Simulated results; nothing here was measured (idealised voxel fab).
The process module that follows is named voxel self aligned contacts.
In the cross-section labelled cut, the width is 280 nm and each square cell is 5 nm.
Cross-section, as written here: a square-cell grid given band by band from the top down, where a band holds one or more rows of cells. Heights first: top, then bottom, in nm. Then materials, left to right, each with a width in nm. "full width" on a single material: fills the band edge to edge. "air": empty space. Zero point of the height axis is 0; under it, received wafer = one material. Lowest band: continues down indefinitely, "0 and below". Per-row width for "30->40": begins at first number (top row of band), ends at second number (bottom row), increment between rows held constant. Any step labelled "nothing was modified" changed none of the cells in the cross-section. "Sealed voids": empty spaces of 8 cells or more with no open way to the top, each given as width x height at distance, distance from the left edge, all in nm. Read whatever lies past the settings on a step's line as the simulator's own remark about the step. The setting "overlay nm" may be written on the line of a step. When the step uses a mask, the value reports how far to the right of the planned place the mask lay, and a negative value reports that it lay to the left.

## Listed below are the process steps as planned
1. RECEIVE | material Si
2. CONFORMAL_DEP | material SiO2 | thk nm 5
3. DIRECTIONAL_DEP | material polySi | thk nm 25
4. DIRECTIONAL_DEP | material SiN | thk nm 20
5. PATTERN | tone cover | mask id GATE | material resist | width nm 30 | pitch nm 55 | thk nm 20 | overlay nm 0
6. DIRECTIONAL_ETCH | etch materials SiN | depth nm 20
7. DIRECTIONAL_ETCH | etch materials polySi | depth nm 25
8. STRIP | etch materials resist
9. CONFORMAL_DEP | material SiN | thk nm 5
10. DIRECTIONAL_ETCH | etch materials SiN | depth nm 5
11. FILL_DEP | material SiO2 | thk nm 10
12. CMP | height nm 55
13. PATTERN | tone open | mask id CONTACT | material resist | width nm 35 | pitch nm 55 | thk nm 15 | overlay nm 0
14. DIRECTIONAL_ETCH | etch materials SiO2 | depth nm 55
15. STRIP | etch materials resist
16. CONFORMAL_DEP | material TiN | thk nm 5
17. FILL_DEP | material W | thk nm 10
18. CMP | height nm 55
19. CONFORMAL_DEP | material SiN | thk nm 5

## So, the first of our two wafers, run just as we planned it

## Cross-section of the wafer as it came to us, i.e., already through step 1
* 0 and below | Si full width
* Sealed voids: none

## Wafer after step 2 (cross-section)
* 5 down to 0 | SiO2 full width
* Below a height of 0, the structure has not been altered.

## Wafer after step 3 (cross-section)
* 30 down to 5 | polySi full width
* Below a height of 5, the structure has not been altered.

## Wafer after step 4 (cross-section)
* 50 down to 30 | SiN full width
* Below a height of 30, the structure has not been altered.

## Wafer after step 5 (cross-section)
* 70 down to 50 | air=70  resist=30  air=25  resist=30  air=25  resist=30  air=70
* Below a height of 50, the structure has not been altered.

## Wafer after step 6 (cross-section)
* 70 down to 50 | air=70  resist=30  air=25  resist=30  air=25  resist=30  air=70
* 50 down to 30 | air=70  SiN=30  air=25  SiN=30  air=25  SiN=30  air=70
* Below a height of 30, the structure has not been altered.

## Wafer after step 7 (cross-section)
* 70 down to 50 | air=70  resist=30  air=25  resist=30  air=25  resist=30  air=70
* 50 down to 30 | air=70  SiN=30  air=25  SiN=30  air=25  SiN=30  air=70
* 30 down to 5 | air=70  polySi=30  air=25  polySi=30  air=25  polySi=30  air=70
* Below a height of 5, the structure has not been altered.

## Wafer after step 8 (cross-section)
* 50 down to 30 | air=70  SiN=30  air=25  SiN=30  air=25  SiN=30  air=70
* Below a height of 30, the structure has not been altered.

## Wafer after step 9 (cross-section)
* 55 down to 30 | air=65  SiN=40  air=15  SiN=40  air=15  SiN=40  air=65
* 30 down to 10 | air=65  SiN=5  polySi=30  SiN=5  air=15  SiN=5  polySi=30  SiN=5  air=15  SiN=5  polySi=30  SiN=5  air=65
* 10 down to 5 | SiN=70  polySi=30  SiN=25  polySi=30  SiN=25  polySi=30  SiN=70
* Below a height of 5, the structure has not been altered.

## Wafer after step 10 (cross-section)
* 50 down to 30 | air=65  SiN=40  air=15  SiN=40  air=15  SiN=40  air=65
* 30 down to 5 | air=65  SiN=5  polySi=30  SiN=5  air=15  SiN=5  polySi=30  SiN=5  air=15  SiN=5  polySi=30  SiN=5  air=65
* Below a height of 5, the structure has not been altered.

## Wafer after step 11 (cross-section)
* 60 down to 50 | SiO2 full width
* 50 down to 30 | SiO2=65  SiN=40  SiO2=15  SiN=40  SiO2=15  SiN=40  SiO2=65
* 30 down to 5 | SiO2=65  SiN=5  polySi=30  SiN=5  SiO2=15  SiN=5  polySi=30  SiN=5  SiO2=15  SiN=5  polySi=30  SiN=5  SiO2=65
* Below a height of 5, the structure has not been altered.

## Wafer after step 12 (cross-section)
* 55 down to 50 | SiO2 full width
* Below a height of 50, the structure has not been altered.

## Wafer after step 13 (cross-section)
* 70 down to 55 | resist=95  air=35  resist=20  air=35  resist=95
* Below a height of 55, the structure has not been altered.

## Wafer after step 14 (cross-section)
* 70 down to 55 | resist=95  air=35  resist=20  air=35  resist=95
* 55 down to 50 | SiO2=95  air=35  SiO2=20  air=35  SiO2=95
* 50 down to 30 | SiO2=65  SiN=40  air=15  SiN=40  air=15  SiN=40  SiO2=65
* 30 down to 5 | SiO2=65  SiN=5  polySi=30  SiN=5  air=15  SiN=5  polySi=30  SiN=5  air=15  SiN=5  polySi=30  SiN=5  SiO2=65
* 5 down to 0 | SiO2=105  air=15  SiO2=40  air=15  SiO2=105
* Below a height of 0, the structure has not been altered.

## Wafer after step 15 (cross-section)
* 55 down to 50 | SiO2=95  air=35  SiO2=20  air=35  SiO2=95
* Below a height of 50, the structure has not been altered.

## Wafer after step 16 (cross-section)
* 60 down to 55 | TiN=100  air=25  TiN=30  air=25  TiN=100
* 55 down to 50 | SiO2=95  TiN=15  air=5  TiN=15  SiO2=20  TiN=15  air=5  TiN=15  SiO2=95
* 50 down to 30 | SiO2=65  SiN=40  TiN=5  air=5  TiN=5  SiN=40  TiN=5  air=5  TiN=5  SiN=40  SiO2=65
* 30 down to 5 | SiO2=65  SiN=5  polySi=30  SiN=5  TiN=5  air=5  TiN=5  SiN=5  polySi=30  SiN=5  TiN=5  air=5  TiN=5  SiN=5  polySi=30  SiN=5  SiO2=65
* 5 down to 0 | SiO2=105  TiN=15  SiO2=40  TiN=15  SiO2=105
* Below a height of 0, the structure has not been altered.

## Wafer after step 17 (cross-section)
* 70 down to 60 | W full width
* 60 down to 55 | TiN=100  W=25  TiN=30  W=25  TiN=100
* 55 down to 50 | SiO2=95  TiN=15  W=5  TiN=15  SiO2=20  TiN=15  W=5  TiN=15  SiO2=95
* 50 down to 30 | SiO2=65  SiN=40  TiN=5  W=5  TiN=5  SiN=40  TiN=5  W=5  TiN=5  SiN=40  SiO2=65
* 30 down to 5 | SiO2=65  SiN=5  polySi=30  SiN=5  TiN=5  W=5  TiN=5  SiN=5  polySi=30  SiN=5  TiN=5  W=5  TiN=5  SiN=5  polySi=30  SiN=5  SiO2=65
* Below a height of 5, the structure has not been altered.

## Wafer after step 18 (cross-section)
* 55 down to 50 | SiO2=95  TiN=15  W=5  TiN=15  SiO2=20  TiN=15  W=5  TiN=15  SiO2=95
* Below a height of 50, the structure has not been altered.

## Wafer after step 19 (cross-section)
* 60 down to 55 | SiN full width
* Below a height of 55, the structure has not been altered.

## Second of two: same start, same plan, one run error; steps up to and including 6 match the first

## The second wafer cut through, at the time step 7 was supposed to be finished
* 70 down to 50 | air=70  resist=30  air=25  resist=30  air=25  resist=30  air=70
* 50 down to 30 | air=70  SiN=30  air=25  SiN=30  air=25  SiN=30  air=70
* 30 down to 15 | air=70  polySi=30  air=25  polySi=30  air=25  polySi=30  air=70
* Below a height of 15, the structure has not been altered.

## The second wafer cut through, at the time step 8 was supposed to be finished
* 50 down to 30 | air=70  SiN=30  air=25  SiN=30  air=25  SiN=30  air=70
* Below a height of 30, the structure has not been altered.

## The second wafer cut through, at the time step 9 was supposed to be finished
* 55 down to 30 | air=65  SiN=40  air=15  SiN=40  air=15  SiN=40  air=65
* 30 down to 20 | air=65  SiN=5  polySi=30  SiN=5  air=15  SiN=5  polySi=30  SiN=5  air=15  SiN=5  polySi=30  SiN=5  air=65
* 20 down to 15 | SiN=70  polySi=30  SiN=25  polySi=30  SiN=25  polySi=30  SiN=70
* Below a height of 15, the structure has not been altered.

## The second wafer cut through, at the time step 10 was supposed to be finished
* 50 down to 30 | air=65  SiN=40  air=15  SiN=40  air=15  SiN=40  air=65
* 30 down to 15 | air=65  SiN=5  polySi=30  SiN=5  air=15  SiN=5  polySi=30  SiN=5  air=15  SiN=5  polySi=30  SiN=5  air=65
* Below a height of 15, the structure has not been altered.

## The second wafer cut through, at the time step 11 was supposed to be finished
* 60 down to 50 | SiO2 full width
* 50 down to 30 | SiO2=65  SiN=40  SiO2=15  SiN=40  SiO2=15  SiN=40  SiO2=65
* 30 down to 15 | SiO2=65  SiN=5  polySi=30  SiN=5  SiO2=15  SiN=5  polySi=30  SiN=5  SiO2=15  SiN=5  polySi=30  SiN=5  SiO2=65
* Below a height of 15, the structure has not been altered.

## The second wafer cut through, at the time step 12 was supposed to be finished
* 55 down to 50 | SiO2 full width
* Below a height of 50, the structure has not been altered.

## The second wafer cut through, at the time step 13 was supposed to be finished
* 70 down to 55 | resist=95  air=35  resist=20  air=35  resist=95
* Below a height of 55, the structure has not been altered.

## The second wafer cut through, at the time step 14 was supposed to be finished
* 70 down to 55 | resist=95  air=35  resist=20  air=35  resist=95
* 55 down to 50 | SiO2=95  air=35  SiO2=20  air=35  SiO2=95
* 50 down to 30 | SiO2=65  SiN=40  air=15  SiN=40  air=15  SiN=40  SiO2=65
* 30 down to 15 | SiO2=65  SiN=5  polySi=30  SiN=5  air=15  SiN=5  polySi=30  SiN=5  air=15  SiN=5  polySi=30  SiN=5  SiO2=65
* Below a height of 15, the structure has not been altered.

## The second wafer cut through, at the time step 15 was supposed to be finished
* 55 down to 50 | SiO2=95  air=35  SiO2=20  air=35  SiO2=95
* Below a height of 50, the structure has not been altered.

## The second wafer cut through, at the time step 16 was supposed to be finished
* 60 down to 55 | TiN=100  air=25  TiN=30  air=25  TiN=100
* 55 down to 50 | SiO2=95  TiN=15  air=5  TiN=15  SiO2=20  TiN=15  air=5  TiN=15  SiO2=95
* 50 down to 30 | SiO2=65  SiN=40  TiN=5  air=5  TiN=5  SiN=40  TiN=5  air=5  TiN=5  SiN=40  SiO2=65
* 30 down to 20 | SiO2=65  SiN=5  polySi=30  SiN=5  TiN=5  air=5  TiN=5  SiN=5  polySi=30  SiN=5  TiN=5  air=5  TiN=5  SiN=5  polySi=30  SiN=5  SiO2=65
* 20 down to 15 | SiO2=65  SiN=5  polySi=30  SiN=5  TiN=15  SiN=5  polySi=30  SiN=5  TiN=15  SiN=5  polySi=30  SiN=5  SiO2=65
* Below a height of 15, the structure has not been altered.

## The second wafer cut through, at the time step 17 was supposed to be finished
* 70 down to 60 | W full width
* 60 down to 55 | TiN=100  W=25  TiN=30  W=25  TiN=100
* 55 down to 50 | SiO2=95  TiN=15  W=5  TiN=15  SiO2=20  TiN=15  W=5  TiN=15  SiO2=95
* 50 down to 30 | SiO2=65  SiN=40  TiN=5  W=5  TiN=5  SiN=40  TiN=5  W=5  TiN=5  SiN=40  SiO2=65
* 30 down to 20 | SiO2=65  SiN=5  polySi=30  SiN=5  TiN=5  W=5  TiN=5  SiN=5  polySi=30  SiN=5  TiN=5  W=5  TiN=5  SiN=5  polySi=30  SiN=5  SiO2=65
* Below a height of 20, the structure has not been altered.

## The second wafer cut through, at the time step 18 was supposed to be finished
* 55 down to 50 | SiO2=95  TiN=15  W=5  TiN=15  SiO2=20  TiN=15  W=5  TiN=15  SiO2=95
* Below a height of 50, the structure has not been altered.

## The second wafer cut through, at the time step 19 was supposed to be finished
* 60 down to 55 | SiN full width
* Below a height of 55, the structure has not been altered.
Heads up, the wafer didn't run the way we planned it: rather than as planned, step 7 actually ran as DIRECTIONAL_ETCH | etch materials polySi | depth nm 15
At the finish, the second wafer shows more or fewer cells for some materials than the first does: 12 fewer of SiN, 46 fewer of SiO2, 12 fewer of TiN, 6 fewer of W, 76 more of polySi
